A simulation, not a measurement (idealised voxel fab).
The process module that follows is named voxel gate over fins.
Shown is cross-section cut, with a width of 240 nm and square cells of size 5 nm.
We lay out every cross-section as a grid of square cells and spell it out in bands from the top down, where one band means one or more rows of cells.
For a band, the entry starts with two heights in nm, that of the top and then that of the bottom, and carries on with the band's materials in order from left to right, each alongside its width in nm; the word "all across" beside a single material means it fills the band edge to edge, and "blank" means empty space.
Height reference: 0 = level under which incoming wafer is all one material. Lowest band: no bottom, runs on downward, e.g. "0 nm and below".
The notation "30->40" denotes a width that varies across the rows of cells in the band, beginning at the first number in the top row, finishing at the second number in the bottom row, and changing by an identical amount from each row to the next.
It should be understood that the words "remained the same", when stated for a given step, signify that the cross-section underwent no change in any of its cells during that step.
The list in "Voids, fully enclosed" covers empty spaces of 8 cells or more that cannot reach the top through any open way, and it gives each as width x height at distance; the distance is from the left edge, and width, height and distance are in nm.
If you see something after the settings on a step's line, that's the simulator's own remark about that step.
"overlay nm" answers the question of how far to the right of plan the mask lay on a step that has a mask, and when it is negative the answer is to the left.
Each pair below shows a cross-section before one step and the cross-section after it, down to the lowest band that changed. The line under each pair gives the step between them, with its settings. The pairs can come from different runs of this module on the same starting wafer, so a pair continues from the pair above only where its "Prior state" says so.
[Prior state]
10 nm to 0 nm = 80 SiO2, 15 SiN, 15 SiO2, 20 blank, 10 SiO2, 15 SiN, 85 SiO2
0 nm to -35 nm = 80 SiO2, 15 Si, 15 SiO2, 20 blank, 10 SiO2, 15 Si, 85 SiO2
-35 nm to -40 nm = 80 SiO2, 15 Si, 45 SiO2, 15 Si, 85 SiO2
-40 nm and below = Si all across
Voids, fully enclosed: none
[After the Step]
15 nm to 10 nm = 115 TiN, 10 blank, 115 TiN
10 nm to 0 nm = 80 SiO2, 15 SiN, 15 SiO2, 5 TiN, 10 blank, 5 TiN, 10 SiO2, 15 SiN, 85 SiO2
0 nm to -30 nm = 80 SiO2, 15 Si, 15 SiO2, 5 TiN, 10 blank, 5 TiN, 10 SiO2, 15 Si, 85 SiO2
-30 nm to -35 nm = 80 SiO2, 15 Si, 15 SiO2, 20 TiN, 10 SiO2, 15 Si, 85 SiO2
Everything below -35 is unchanged.
Voids, fully enclosed: none
What was done to get from the before section above to the after section? op CONFORMAL_DEP | material TiN | thk nm 5
Prior state: unchanged from the after cross-section in the pair immediately above; refer to that figure.
[After the Step]
20 nm to 15 nm = W all across
15 nm to 10 nm = 115 TiN, 10 W, 115 TiN
10 nm to 0 nm = 80 SiO2, 15 SiN, 15 SiO2, 5 TiN, 10 W, 5 TiN, 10 SiO2, 15 SiN, 85 SiO2
0 nm to -30 nm = 80 SiO2, 15 Si, 15 SiO2, 5 TiN, 10 W, 5 TiN, 10 SiO2, 15 Si, 85 SiO2
Everything below -30 is unchanged.
Voids, fully enclosed: none
What was done to get from the before section above to the after section? op FILL_DEP | material W | thk nm 5
Prior state: unchanged from the after cross-section in the pair immediately above; refer to that figure.
[After the Step]
10 nm to 0 nm = 80 SiO2, 15 SiN, 15 SiO2, 5 TiN, 10 W, 5 TiN, 10 SiO2, 15 SiN, 85 SiO2
Everything below 0 is unchanged.
Voids, fully enclosed: none
What was done to get from the before section above to the after section? op CMP | height nm 10
Prior state: unchanged from the after cross-section in the pair immediately above; refer to that figure.
[After the Step]
10 nm to 0 nm = 80 SiO2, 15 SiN, 15 SiO2, 20 blank, 10 SiO2, 15 SiN, 85 SiO2
0 nm to -20 nm = 80 SiO2, 15 Si, 15 SiO2, 20 blank, 10 SiO2, 15 Si, 85 SiO2
Everything below -20 is unchanged.
Voids, fully enclosed: none
What was done to get from the before section above to the after section? op SELECTIVE_ETCH | etch materials W Ru TiN | depth nm 30
Prior state: unchanged from the after cross-section in the pair immediately above; refer to that figure.
[After the Step]
15 nm to 10 nm = SiO2 all across
10 nm to 0 nm = 80 SiO2, 15 SiN, 45 SiO2, 15 SiN, 85 SiO2
0 nm to -20 nm = 80 SiO2, 15 Si, 45 SiO2, 15 Si, 85 SiO2
Everything below -20 is unchanged.
Voids, fully enclosed: none
What was done to get from the before section above to the after section? op FILL_DEP | material SiO2 | thk nm 5
Prior state: unchanged from the after cross-section in the pair immediately above; refer to that figure.
[After the Step]
10 nm to 0 nm = 80 SiO2, 15 SiN, 45 SiO2, 15 SiN, 85 SiO2
Everything below 0 is unchanged.
Voids, fully enclosed: none
What was done to get from the before section above to the after section? op CMP | height nm 10
Prior state: unchanged from the after cross-section in the pair immediately above; refer to that figure.
[After the Step]
10 nm to 0 nm = 80 blank, 15 SiN, 45 blank, 15 SiN, 85 blank
0 nm to -15 nm = 80 blank, 15 Si, 45 blank, 15 Si, 85 blank
Everything below -15 is unchanged.
Voids, fully enclosed: none
What was done to get from the before section above to the after section? op SELECTIVE_ETCH | etch materials SiO2 | depth nm 25
Prior state: unchanged from the after cross-section in the pair immediately above; refer to that figure.
[After the Step]
0 nm to -15 nm = 80 blank, 15 Si, 45 blank, 15 Si, 85 blank
Everything below -15 is unchanged.
Voids, fully enclosed: none
What was done to get from the before section above to the after section? op STRIP | etch materials SiN
Prior state: unchanged from the after cross-section in the pair immediately above; refer to that figure.
[After the Step]
5 nm to 0 nm = 75 blank, 25 HfO2, 35 blank, 25 HfO2, 80 blank
0 nm to -10 nm = 75 blank, 5 HfO2, 15 Si, 5 HfO2, 35 blank, 5 HfO2, 15 Si, 5 HfO2, 80 blank
-10 nm to -15 nm = 80 HfO2, 15 Si, 45 HfO2, 15 Si, 85 HfO2
Everything below -15 is unchanged.
Voids, fully enclosed: none
What was done to get from the before section above to the after section? op CONFORMAL_DEP | material HfO2 | thk nm 5
Prior state: unchanged from the after cross-section in the pair immediately above; refer to that figure.
[After the Step]
10 nm to 5 nm = 70 blank, 35 TiN, 25 blank, 35 TiN, 75 blank
5 nm to 0 nm = 70 blank, 5 TiN, 25 HfO2, 5 TiN, 25 blank, 5 TiN, 25 HfO2, 5 TiN, 75 blank
0 nm to -5 nm = 70 blank, 5 TiN, 5 HfO2, 15 Si, 5 HfO2, 5 TiN, 25 blank, 5 TiN, 5 HfO2, 15 Si, 5 HfO2, 5 TiN, 75 blank
-5 nm to -10 nm = 75 TiN, 5 HfO2, 15 Si, 5 HfO2, 35 TiN, 5 HfO2, 15 Si, 5 HfO2, 80 TiN
Everything below -10 is unchanged.
Voids, fully enclosed: none
What was done to get from the before section above to the after section? op CONFORMAL_DEP | material TiN | thk nm 5
Prior state: unchanged from the after cross-section in the pair immediately above; refer to that figure.
[After the Step]
20 nm to 10 nm = W all across
10 nm to 5 nm = 70 W, 35 TiN, 25 W, 35 TiN, 75 W
5 nm to 0 nm = 70 W, 5 TiN, 25 HfO2, 5 TiN, 25 W, 5 TiN, 25 HfO2, 5 TiN, 75 W
0 nm to -5 nm = 70 W, 5 TiN, 5 HfO2, 15 Si, 5 HfO2, 5 TiN, 25 W, 5 TiN, 5 HfO2, 15 Si, 5 HfO2, 5 TiN, 75 W
Everything below -5 is unchanged.
Voids, fully enclosed: none
What was done to get from the before section above to the after section? op FILL_DEP | material W | thk nm 10
Prior state: unchanged from the after cross-section in the pair immediately above; refer to that figure.
[After the Step]
15 nm to 10 nm = W all across
Everything below 10 is unchanged.
Voids, fully enclosed: none
What was done to get from the before section above to the after section? op CMP | height nm 15
Prior state: unchanged from the after cross-section in the pair immediately above; refer to that figure.
[After the Step]
25 nm to 15 nm = SiN all across
Everything below 15 is unchanged.
Voids, fully enclosed: none
What was done to get from the before section above to the after section? op CONFORMAL_DEP | material SiN | thk nm 10
[Prior state]
10 nm to 0 nm = 80 SiO2, 15 SiN, 45 SiO2, 15 SiN, 85 SiO2
0 nm to -40 nm = 80 SiO2, 15 Si, 45 SiO2, 15 Si, 85 SiO2
-40 nm and below = Si all across
Voids, fully enclosed: none
[After the Step]
25 nm to 10 nm = 120 resist, 15 blank, 105 resist
Everything below 10 is unchanged.
Voids, fully enclosed: none
What was done to get from the before section above to the after section? op PATTERN | tone open | mask id RAIL | material resist | width nm 15 | thk nm 15 | overlay nm 10
Prior state: unchanged from the after cross-section in the pair immediately above; refer to that figure.
[After the Step]
25 nm to 10 nm = 120 resist, 15 blank, 105 resist
10 nm to 0 nm = 80 SiO2, 15 SiN, 25 SiO2, 15 blank, 5 SiO2, 15 SiN, 85 SiO2
0 nm to -35 nm = 80 SiO2, 15 Si, 25 SiO2, 15 blank, 5 SiO2, 15 Si, 85 SiO2
Everything below -35 is unchanged.
Voids, fully enclosed: none
What was done to get from the before section above to the after section? op DIRECTIONAL_ETCH | etch materials SiO2 | depth nm 45
Prior state: unchanged from the after cross-section in the pair immediately above; refer to that figure.
[After the Step]
10 nm to 0 nm = 80 SiO2, 15 SiN, 25 SiO2, 15 blank, 5 SiO2, 15 SiN, 85 SiO2
Everything below 0 is unchanged.
Voids, fully enclosed: none
What was done to get from the before section above to the after section? op STRIP | etch materials resist
Prior state: unchanged from the after cross-section in the pair immediately above; refer to that figure.
[After the Step]
15 nm to 10 nm = 125 TiN, 5 blank, 110 TiN
10 nm to 0 nm = 80 SiO2, 15 SiN, 25 SiO2, 5 TiN, 5 blank, 5 TiN, 5 SiO2, 15 SiN, 85 SiO2
0 nm to -30 nm = 80 SiO2, 15 Si, 25 SiO2, 5 TiN, 5 blank, 5 TiN, 5 SiO2, 15 Si, 85 SiO2
-30 nm to -35 nm = 80 SiO2, 15 Si, 25 SiO2, 15 TiN, 5 SiO2, 15 Si, 85 SiO2
Everything below -35 is unchanged.
Voids, fully enclosed: none
What was done to get from the before section above to the after section? op CONFORMAL_DEP | material TiN | thk nm 5
Prior state: unchanged from the after cross-section in the pair immediately above; refer to that figure.
[After the Step]
20 nm to 15 nm = W all across
15 nm to 10 nm = 125 TiN, 5 W, 110 TiN
10 nm to 0 nm = 80 SiO2, 15 SiN, 25 SiO2, 5 TiN, 5 W, 5 TiN, 5 SiO2, 15 SiN, 85 SiO2
0 nm to -30 nm = 80 SiO2, 15 Si, 25 SiO2, 5 TiN, 5 W, 5 TiN, 5 SiO2, 15 Si, 85 SiO2
Everything below -30 is unchanged.
Voids, fully enclosed: none
What was done to get from the before section above to the after section? op FILL_DEP | material W | thk nm 5
Prior state: unchanged from the after cross-section in the pair immediately above; refer to that figure.
[After the Step]
10 nm to 0 nm = 80 SiO2, 15 SiN, 25 SiO2, 5 TiN, 5 W, 5 TiN, 5 SiO2, 15 SiN, 85 SiO2
Everything below 0 is unchanged.
Voids, fully enclosed: none
What was done to get from the before section above to the after section? op CMP | height nm 10
Prior state: unchanged from the after cross-section in the pair immediately above; refer to that figure.
[After the Step]
10 nm to 0 nm = 80 SiO2, 15 SiN, 25 SiO2, 15 blank, 5 SiO2, 15 SiN, 85 SiO2
0 nm to -20 nm = 80 SiO2, 15 Si, 25 SiO2, 15 blank, 5 SiO2, 15 Si, 85 SiO2
Everything below -20 is unchanged.
Voids, fully enclosed: none
What was done to get from the before section above to the after section? op SELECTIVE_ETCH | etch materials W Ru TiN | depth nm 30
Prior state: unchanged from the after cross-section in the pair immediately above; refer to that figure.
[After the Step]
15 nm to 10 nm = SiO2 all across
10 nm to 0 nm = 80 SiO2, 15 SiN, 45 SiO2, 15 SiN, 85 SiO2
0 nm to -20 nm = 80 SiO2, 15 Si, 45 SiO2, 15 Si, 85 SiO2
Everything below -20 is unchanged.
Voids, fully enclosed: none
What was done to get from the before section above to the after section? op FILL_DEP | material SiO2 | thk nm 5
Prior state: unchanged from the after cross-section in the pair immediately above; refer to that figure.
[After the Step]
10 nm to 0 nm = 80 SiO2, 15 SiN, 45 SiO2, 15 SiN, 85 SiO2
Everything below 0 is unchanged.
Voids, fully enclosed: none
What was done to get from the before section above to the after section? op CMP | height nm 10
Prior state: unchanged from the after cross-section in the pair immediately above; refer to that figure.
[After the Step]
10 nm to 0 nm = 80 blank, 15 SiN, 45 blank, 15 SiN, 85 blank
0 nm to -15 nm = 80 blank, 15 Si, 45 blank, 15 Si, 85 blank
Everything below -15 is unchanged.
Voids, fully enclosed: none
What was done to get from the before section above to the after section? op SELECTIVE_ETCH | etch materials SiO2 | depth nm 25
Prior state: unchanged from the after cross-section in the pair immediately above; refer to that figure.
[After the Step]
0 nm to -15 nm = 80 blank, 15 Si, 45 blank, 15 Si, 85 blank
Everything below -15 is unchanged.
Voids, fully enclosed: none
What was done to get from the before section above to the after section? op STRIP | etch materials SiN
Prior state: unchanged from the after cross-section in the pair immediately above; refer to that figure.
[After the Step]
5 nm to 0 nm = 75 blank, 25 HfO2, 35 blank, 25 HfO2, 80 blank
0 nm to -10 nm = 75 blank, 5 HfO2, 15 Si, 5 HfO2, 35 blank, 5 HfO2, 15 Si, 5 HfO2, 80 blank
-10 nm to -15 nm = 80 HfO2, 15 Si, 45 HfO2, 15 Si, 85 HfO2
Everything below -15 is unchanged.
Voids, fully enclosed: none
What was done to get from the before section above to the after section? op CONFORMAL_DEP | material HfO2 | thk nm 5
Prior state: unchanged from the after cross-section in the pair immediately above; refer to that figure.
[After the Step]
10 nm to 5 nm = 70 blank, 35 TiN, 25 blank, 35 TiN, 75 blank
5 nm to 0 nm = 70 blank, 5 TiN, 25 HfO2, 5 TiN, 25 blank, 5 TiN, 25 HfO2, 5 TiN, 75 blank
0 nm to -5 nm = 70 blank, 5 TiN, 5 HfO2, 15 Si, 5 HfO2, 5 TiN, 25 blank, 5 TiN, 5 HfO2, 15 Si, 5 HfO2, 5 TiN, 75 blank
-5 nm to -10 nm = 75 TiN, 5 HfO2, 15 Si, 5 HfO2, 35 TiN, 5 HfO2, 15 Si, 5 HfO2, 80 TiN
Everything below -10 is unchanged.
Voids, fully enclosed: none
What was done to get from the before section above to the after section? op CONFORMAL_DEP | material TiN | thk nm 5
Prior state: unchanged from the after cross-section in the pair immediately above; refer to that figure.
[After the Step]
20 nm to 10 nm = W all across
10 nm to 5 nm = 70 W, 35 TiN, 25 W, 35 TiN, 75 W
5 nm to 0 nm = 70 W, 5 TiN, 25 HfO2, 5 TiN, 25 W, 5 TiN, 25 HfO2, 5 TiN, 75 W
0 nm to -5 nm = 70 W, 5 TiN, 5 HfO2, 15 Si, 5 HfO2, 5 TiN, 25 W, 5 TiN, 5 HfO2, 15 Si, 5 HfO2, 5 TiN, 75 W
Everything below -5 is unchanged.
Voids, fully enclosed: none
What was done to get from the before section above to the after section? op FILL_DEP | material W | thk nm 10
Prior state: unchanged from the after cross-section in the pair immediately above; refer to that figure.
[After the Step]
15 nm to 10 nm = W all across
Everything below 10 is unchanged.
Voids, fully enclosed: none
What was done to get from the before section above to the after section? op CMP | height nm 15
Prior state: unchanged from the after cross-section in the pair immediately above; refer to that figure.
[After the Step]
25 nm to 15 nm = SiN all across
Everything below 15 is unchanged.
Voids, fully enclosed: none
What was done to get from the before section above to the after section? op CONFORMAL_DEP | material SiN | thk nm 10
[Prior state]
15 nm to 10 nm = W all across
10 nm to 5 nm = 70 W, 35 TiN, 25 W, 35 TiN, 75 W
5 nm to 0 nm = 70 W, 5 TiN, 25 HfO2, 5 TiN, 25 W, 5 TiN, 25 HfO2, 5 TiN, 75 W
0 nm to -5 nm = 70 W, 5 TiN, 5 HfO2, 15 Si, 5 HfO2, 5 TiN, 25 W, 5 TiN, 5 HfO2, 15 Si, 5 HfO2, 5 TiN, 75 W
-5 nm to -10 nm = 75 TiN, 5 HfO2, 15 Si, 5 HfO2, 35 TiN, 5 HfO2, 15 Si, 5 HfO2, 80 TiN
-10 nm to -15 nm = 80 HfO2, 15 Si, 45 HfO2, 15 Si, 85 HfO2
-15 nm to -20 nm = 80 SiO2, 15 Si, 45 SiO2, 15 Si, 85 SiO2
-20 nm to -30 nm = 80 SiO2, 15 Si, 15 SiO2, 5 TiN, 5 W, 5 TiN, 15 SiO2, 15 Si, 85 SiO2
-30 nm to -35 nm = 80 SiO2, 15 Si, 15 SiO2, 15 TiN, 15 SiO2, 15 Si, 85 SiO2
-35 nm to -40 nm = 80 SiO2, 15 Si, 45 SiO2, 15 Si, 85 SiO2
-40 nm and below = Si all across
Voids, fully enclosed: none
[After the Step]
25 nm to 15 nm = SiO2 all across
Everything below 15 is unchanged.
Voids, fully enclosed: none
What was done to get from the before section above to the after section? op CONFORMAL_DEP | material SiO2 | thk nm 10
[Prior state]
10 nm to 0 nm = 80 SiO2, 15 SiN, 45 SiO2, 15 SiN, 85 SiO2
0 nm to -40 nm = 80 SiO2, 15 Si, 45 SiO2, 15 Si, 85 SiO2
-40 nm and below = Si all across
Voids, fully enclosed: none
[After the Step]
25 nm to 10 nm = 110 blank, 15 resist, 115 blank
Everything below 10 is unchanged.
Voids, fully enclosed: none
What was done to get from the before section above to the after section? op PATTERN | tone cover | mask id RAIL | material resist | width nm 15 | thk nm 15 | overlay nm 0
Prior state: unchanged from the after cross-section in the pair immediately above; refer to that figure.
[After the Step]
25 nm to 10 nm = 110 blank, 15 resist, 115 blank
10 nm to 0 nm = 80 blank, 15 SiN, 15 blank, 15 SiO2, 15 blank, 15 SiN, 85 blank
0 nm to -35 nm = 80 blank, 15 Si, 15 blank, 15 SiO2, 15 blank, 15 Si, 85 blank
Everything below -35 is unchanged.
Voids, fully enclosed: none
What was done to get from the before section above to the after section? op DIRECTIONAL_ETCH | etch materials SiO2 | depth nm 45
Prior state: unchanged from the after cross-section in the pair immediately above; refer to that figure.
[After the Step]
10 nm to 0 nm = 80 blank, 15 SiN, 15 blank, 15 SiO2, 15 blank, 15 SiN, 85 blank
Everything below 0 is unchanged.
Voids, fully enclosed: none
What was done to get from the before section above to the after section? op STRIP | etch materials resist
Prior state: unchanged from the after cross-section in the pair immediately above; refer to that figure.
[After the Step]
15 nm to 10 nm = 75 blank, 25 TiN, 5 blank, 25 TiN, 5 blank, 25 TiN, 80 blank
10 nm to 0 nm = 75 blank, 5 TiN, 15 SiN, 5 TiN, 5 blank, 5 TiN, 15 SiO2, 5 TiN, 5 blank, 5 TiN, 15 SiN, 5 TiN, 80 blank
0 nm to -30 nm = 75 blank, 5 TiN, 15 Si, 5 TiN, 5 blank, 5 TiN, 15 SiO2, 5 TiN, 5 blank, 5 TiN, 15 Si, 5 TiN, 80 blank
-30 nm to -35 nm = 80 TiN, 15 Si, 15 TiN, 15 SiO2, 15 TiN, 15 Si, 85 TiN
Everything below -35 is unchanged.
Voids, fully enclosed: none
What was done to get from the before section above to the after section? op CONFORMAL_DEP | material TiN | thk nm 5
Prior state: unchanged from the after cross-section in the pair immediately above; refer to that figure.
[After the Step]
20 nm to 15 nm = W all across
15 nm to 10 nm = 75 W, 25 TiN, 5 W, 25 TiN, 5 W, 25 TiN, 80 W
10 nm to 0 nm = 75 W, 5 TiN, 15 SiN, 5 TiN, 5 W, 5 TiN, 15 SiO2, 5 TiN, 5 W, 5 TiN, 15 SiN, 5 TiN, 80 W
0 nm to -30 nm = 75 W, 5 TiN, 15 Si, 5 TiN, 5 W, 5 TiN, 15 SiO2, 5 TiN, 5 W, 5 TiN, 15 Si, 5 TiN, 80 W
Everything below -30 is unchanged.
Voids, fully enclosed: none
What was done to get from the before section above to the after section? op FILL_DEP | material W | thk nm 5
Prior state: unchanged from the after cross-section in the pair immediately above; refer to that figure.
[After the Step]
10 nm to 0 nm = 75 W, 5 TiN, 15 SiN, 5 TiN, 5 W, 5 TiN, 15 SiO2, 5 TiN, 5 W, 5 TiN, 15 SiN, 5 TiN, 80 W
Everything below 0 is unchanged.
Voids, fully enclosed: none
What was done to get from the before section above to the after section? op CMP | height nm 10
Prior state: unchanged from the after cross-section in the pair immediately above; refer to that figure.
[After the Step]
10 nm to 0 nm = 80 blank, 15 SiN, 15 blank, 15 SiO2, 15 blank, 15 SiN, 85 blank
0 nm to -20 nm = 80 blank, 15 Si, 15 blank, 15 SiO2, 15 blank, 15 Si, 85 blank
Everything below -20 is unchanged.
Voids, fully enclosed: none
What was done to get from the before section above to the after section? op SELECTIVE_ETCH | etch materials W Ru TiN | depth nm 30
Prior state: unchanged from the after cross-section in the pair immediately above; refer to that figure.
[After the Step]
15 nm to 10 nm = SiO2 all across
10 nm to 0 nm = 80 SiO2, 15 SiN, 45 SiO2, 15 SiN, 85 SiO2
0 nm to -20 nm = 80 SiO2, 15 Si, 45 SiO2, 15 Si, 85 SiO2
Everything below -20 is unchanged.
Voids, fully enclosed: none
What was done to get from the before section above to the after section? op FILL_DEP | material SiO2 | thk nm 5
Prior state: unchanged from the after cross-section in the pair immediately above; refer to that figure.
[After the Step]
10 nm to 0 nm = 80 SiO2, 15 SiN, 45 SiO2, 15 SiN, 85 SiO2
Everything below 0 is unchanged.
Voids, fully enclosed: none
What was done to get from the before section above to the after section? op CMP | height nm 10
Prior state: unchanged from the after cross-section in the pair immediately above; refer to that figure.
[After the Step]
10 nm to 0 nm = 80 blank, 15 SiN, 45 blank, 15 SiN, 85 blank
0 nm to -15 nm = 80 blank, 15 Si, 45 blank, 15 Si, 85 blank
Everything below -15 is unchanged.
Voids, fully enclosed: none
What was done to get from the before section above to the after section? op SELECTIVE_ETCH | etch materials SiO2 | depth nm 25
Prior state: unchanged from the after cross-section in the pair immediately above; refer to that figure.
[After the Step]
0 nm to -15 nm = 80 blank, 15 Si, 45 blank, 15 Si, 85 blank
Everything below -15 is unchanged.
Voids, fully enclosed: none
What was done to get from the before section above to the after section? op STRIP | etch materials SiN
Prior state: unchanged from the after cross-section in the pair immediately above; refer to that figure.
[After the Step]
5 nm to 0 nm = 75 blank, 25 HfO2, 35 blank, 25 HfO2, 80 blank
0 nm to -10 nm = 75 blank, 5 HfO2, 15 Si, 5 HfO2, 35 blank, 5 HfO2, 15 Si, 5 HfO2, 80 blank
-10 nm to -15 nm = 80 HfO2, 15 Si, 45 HfO2, 15 Si, 85 HfO2
Everything below -15 is unchanged.
Voids, fully enclosed: none
What was done to get from the before section above to the after section? op CONFORMAL_DEP | material HfO2 | thk nm 5
Prior state: unchanged from the after cross-section in the pair immediately above; refer to that figure.
[After the Step]
10 nm to 5 nm = 70 blank, 35 TiN, 25 blank, 35 TiN, 75 blank
5 nm to 0 nm = 70 blank, 5 TiN, 25 HfO2, 5 TiN, 25 blank, 5 TiN, 25 HfO2, 5 TiN, 75 blank
0 nm to -5 nm = 70 blank, 5 TiN, 5 HfO2, 15 Si, 5 HfO2, 5 TiN, 25 blank, 5 TiN, 5 HfO2, 15 Si, 5 HfO2, 5 TiN, 75 blank
-5 nm to -10 nm = 75 TiN, 5 HfO2, 15 Si, 5 HfO2, 35 TiN, 5 HfO2, 15 Si, 5 HfO2, 80 TiN
Everything below -10 is unchanged.
Voids, fully enclosed: none
What was done to get from the before section above to the after section? op CONFORMAL_DEP | material TiN | thk nm 5
Prior state: unchanged from the after cross-section in the pair immediately above; refer to that figure.
[After the Step]
20 nm to 10 nm = W all across
10 nm to 5 nm = 70 W, 35 TiN, 25 W, 35 TiN, 75 W
5 nm to 0 nm = 70 W, 5 TiN, 25 HfO2, 5 TiN, 25 W, 5 TiN, 25 HfO2, 5 TiN, 75 W
0 nm to -5 nm = 70 W, 5 TiN, 5 HfO2, 15 Si, 5 HfO2, 5 TiN, 25 W, 5 TiN, 5 HfO2, 15 Si, 5 HfO2, 5 TiN, 75 W
Everything below -5 is unchanged.
Voids, fully enclosed: none
What was done to get from the before section above to the after section? op FILL_DEP | material W | thk nm 10
Prior state: unchanged from the after cross-section in the pair immediately above; refer to that figure.
[After the Step]
15 nm to 10 nm = W all across
Everything below 10 is unchanged.
Voids, fully enclosed: none
What was done to get from the before section above to the after section? op CMP | height nm 15
Prior state: unchanged from the after cross-section in the pair immediately above; refer to that figure.
[After the Step]
25 nm to 15 nm = SiN all across
Everything below 15 is unchanged.
Voids, fully enclosed: none
What was done to get from the before section above to the after section? op CONFORMAL_DEP | material SiN | thk nm 10
